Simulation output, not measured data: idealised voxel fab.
Process module, titled voxel gate over fins
cross-section cut | 255 nm wide | cells 5 nm
This document writes a cross-section as a grid whose cells are square, and gives it as bands, listed from the top down; one or more rows of cells form a band. Top, bottom (nm), then materials left to right with widths (nm); lone material tagged "everywhere" fills the whole band edge to edge; "air" = empty space. Height 0 is the level under which the wafer as received is all one material. The lowest band goes on downwards, as in "0 and below". The width entry "30..40" should be interpreted row by row: the top row of cells in the band takes the first number, the bottom row takes the second number, and the change between adjacent rows is uniform throughout. Given "everything unchanged" for a step, no cell of the cross-section differs between before and after that step. Enclosed voids (no open way to top), threshold 8 cells or more, entry "Sealed voids", notation width x height at distance, distance from left edge, nm. Read whatever lies past the settings on a step's line as the simulator's own remark about the step. overlay nm, on a step with a mask: how far to the right of its planned place the mask lay; to the left if negative.

Here's what the planned process steps look like
step 1: RECEIVE with material Si
step 2: CONFORMAL_DEP with material SiN, thk nm 5
step 3: DIRECTIONAL_DEP with material aC, thk nm 10
step 4: PATTERN with tone cover, mask id FINS, material resist, width nm 15, pitch nm 50, thk nm 25, overlay nm 0
step 5: DIRECTIONAL_ETCH with etch materials aC, depth nm 10
step 6: STRIP with etch materials resist
step 7: DIRECTIONAL_ETCH with etch materials SiN, depth nm 5
step 8: DIRECTIONAL_ETCH with etch materials Si, depth nm 30
step 9: STRIP with etch materials aC
step 10: FILL_DEP with material SiO2, thk nm 15
step 11: CMP with height nm 5
step 12: MASKED_ETCH with tone open, mask id RAIL, width nm 15, etch materials SiO2, depth nm 30, overlay nm 0
step 13: CONFORMAL_DEP with material TiN, thk nm 5
step 14: FILL_DEP with material W, thk nm 10
step 15: CMP with height nm 5
step 16: SELECTIVE_ETCH with etch materials W Ru TiN, depth nm 25
step 17: FILL_DEP with material SiO2, thk nm 5
step 18: CMP with height nm 5
step 19: SELECTIVE_ETCH with etch materials SiO2, depth nm 15
step 20: STRIP with etch materials SiN
step 21: CONFORMAL_DEP with material HfO2, thk nm 5
step 22: CONFORMAL_DEP with material TiN, thk nm 5
step 23: CONFORMAL_DEP with material TiAl, thk nm 5
step 24: CONFORMAL_DEP with material TiN, thk nm 5
step 25: FILL_DEP with material W, thk nm 15
step 26: CMP with height nm 30
step 27: CONFORMAL_DEP with material SiN, thk nm 5

The cross-section here shows the wafer as received, i.e. in its state after step 1
> 0 and below: Si everywhere
> Sealed voids: none

Figure: cross-sectional view of the wafer upon completion of the module, processed from the initial state and according to the plan depicted above, with one error introduced during execution
> 35 down to 30: SiN everywhere
> 30 down to 15: W everywhere
> 15 down to 10: 55 nm W; 45 nm TiN; 5 nm W; 45 nm TiN; 5 nm W; 45 nm TiN; 55 nm W
> 10 down to 5: 55 nm W; 5 nm TiN; 35 nm TiAl; 5 nm TiN; 5 nm W; 5 nm TiN; 35 nm TiAl; 5 nm TiN; 5 nm W; 5 nm TiN; 35 nm TiAl; 5 nm TiN; 55 nm W
> 5 down to 0: 60 nm TiN; 5 nm TiAl; 25 nm TiN; 5 nm TiAl; 15 nm TiN; 5 nm TiAl; 25 nm TiN; 5 nm TiAl; 15 nm TiN; 5 nm TiAl; 25 nm TiN; 5 nm TiAl; 60 nm TiN
> 0 down to -5: 65 nm TiAl; 5 nm TiN; 15 nm Si; 5 nm TiN; 25 nm TiAl; 5 nm TiN; 15 nm Si; 5 nm TiN; 25 nm TiAl; 5 nm TiN; 15 nm Si; 5 nm TiN; 65 nm TiAl
> -5 down to -10: 70 nm TiN; 15 nm Si; 35 nm TiN; 15 nm Si; 35 nm TiN; 15 nm Si; 70 nm TiN
> -10 down to -20: 70 nm SiO2; 15 nm Si; 35 nm SiO2; 15 nm Si; 35 nm SiO2; 15 nm Si; 70 nm SiO2
> -20 down to -25: 70 nm SiO2; 15 nm Si; 10 nm SiO2; 15 nm TiN; 10 nm SiO2; 15 nm Si; 35 nm SiO2; 15 nm Si; 70 nm SiO2
> -25 down to -30: 70 nm SiO2; 15 nm Si; 35 nm SiO2; 15 nm Si; 35 nm SiO2; 15 nm Si; 70 nm SiO2
> -30 and below: Si everywhere
> Sealed voids: none
Nonconformance to the process plan: yeah, step 21 of the plan got skipped, never ran
